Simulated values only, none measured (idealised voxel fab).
process module | voxel self aligned vias
cross-section cut | 170 nm wide | cells 5 nm
A cross-section is a grid of square cells, given in bands from the top down. A band is one or more rows of cells.
Each band's line starts with the height of the band's top and of its bottom, in nm. Then come its materials from left to right, each with its width in nm. One material with "throughout" fills the band from edge to edge. "air" is empty space.
Height 0 is the level under which the wafer as received is all one material. The lowest band goes on downwards, as in "0 down".
A width such as "30 to 40" changes by the same amount from each row of cells to the next, from the band's top row to its bottom row.
"no change" after a step means that no cell of the cross-section changed.
closed voids: empty space of 8 cells or more with no open way to the top, each as width x height at its distance from the left edge, in nm
after a step's settings: what the simulator itself notes on the step
overlay nm, on a step with a mask: how far to the right of its planned place the mask lay; to the left if negative
plan
1 op RECEIVE | material Si
2 op CONFORMAL_DEP | material SiO2 | thk nm 15
3 op CONFORMAL_DEP | material SiCN | thk nm 5
4 op DIRECTIONAL_DEP | material lowk | thk nm 30
5 op DIRECTIONAL_DEP | material aC | thk nm 15
6 op PATTERN | tone open | mask id LINES | material resist | width nm 30 | pitch nm 60 | thk nm 30 | overlay nm 0
7 op DIRECTIONAL_ETCH | etch materials aC | depth nm 5
8 op STRIP | etch materials resist
9 op DIRECTIONAL_ETCH | etch materials lowk | depth nm 30
10 op STRIP | etch materials aC
11 op CONFORMAL_DEP | material TiN | thk nm 5
12 op FILL_DEP | material Ru | thk nm 5
13 op CMP | height nm 50
14 op SELECTIVE_ETCH | etch materials W Ru TiN | depth nm 5
15 op FILL_DEP | material SiN | thk nm 5
16 op CMP | height nm 50
17 op DIRECTIONAL_DEP | material lowk | thk nm 20
18 op DIRECTIONAL_DEP | material aC | thk nm 10
19 op PATTERN | tone open | mask id VIAS | material resist | width nm 40 | thk nm 25 | overlay nm 0
20 op DIRECTIONAL_ETCH | etch materials aC | depth nm 10
21 op STRIP | etch materials resist
22 op DIRECTIONAL_ETCH | etch materials lowk | depth nm 20
23 op DIRECTIONAL_ETCH | etch materials SiN | depth nm 5
24 op STRIP | etch materials aC
25 op CONFORMAL_DEP | material TiN | thk nm 5
26 op FILL_DEP | material W | thk nm 10
27 op CMP | height nm 70
28 op CONFORMAL_DEP | material SiN | thk nm 5
varied across the wafers: depth nm of step 7. The plan shows the first wafer's value. All wafers start alike
first wafer as received, after step 1
  0 down: Si throughout
  closed voids: none
first wafer at the end, after step 28
  75 to 70: SiN throughout
  70 to 55: lowk 35 | TiN 5 | W 30 | TiN 5 | lowk 95
  55 to 50: lowk 35 | TiN 40 | lowk 95
  50 to 20: lowk throughout
  20 to 15: SiCN throughout
  15 to 0: SiO2 throughout
  0 down: Si throughout
  closed voids: none
last wafer at the end
  75 to 70: SiN throughout
  70 to 55: lowk 35 | TiN 5 | W 30 | TiN 5 | lowk 95
  55 to 50: lowk 35 | TiN 10 | W 20 | TiN 10 | lowk 95
  50 to 45: lowk 40 | TiN 30 | lowk 30 | SiN 30 | lowk 40
  45 to 25: lowk 40 | TiN 5 | Ru 20 | TiN 5 | lowk 30 | TiN 5 | Ru 20 | TiN 5 | lowk 40
  25 to 20: lowk 40 | TiN 30 | lowk 30 | TiN 30 | lowk 40
  20 to 15: SiCN throughout
  15 to 0: SiO2 throughout
  0 down: Si throughout
  closed voids: none
each wafer at the end: cells of each material gained (+) or lost (-) since it was received, then its closed voids
depth nm 5 | +34 SiCN | +34 SiN | +102 SiO2 | +14 TiN | +18 W | +308 lowk | closed voids: none
depth nm 10 | +34 SiCN | +34 SiN | +102 SiO2 | +14 TiN | +18 W | +308 lowk | closed voids: none
depth nm 15 | +32 Ru | +34 SiCN | +40 SiN | +102 SiO2 | +44 TiN | +22 W | +236 lowk | closed voids: none
depth nm 20 | +32 Ru | +34 SiCN | +40 SiN | +102 SiO2 | +44 TiN | +22 W | +236 lowk | closed voids: none
depth nm 25 | +32 Ru | +34 SiCN | +40 SiN | +102 SiO2 | +44 TiN | +22 W | +236 lowk | closed voids: none
depth nm 30 | +32 Ru | +34 SiCN | +40 SiN | +102 SiO2 | +44 TiN | +22 W | +236 lowk | closed voids: none
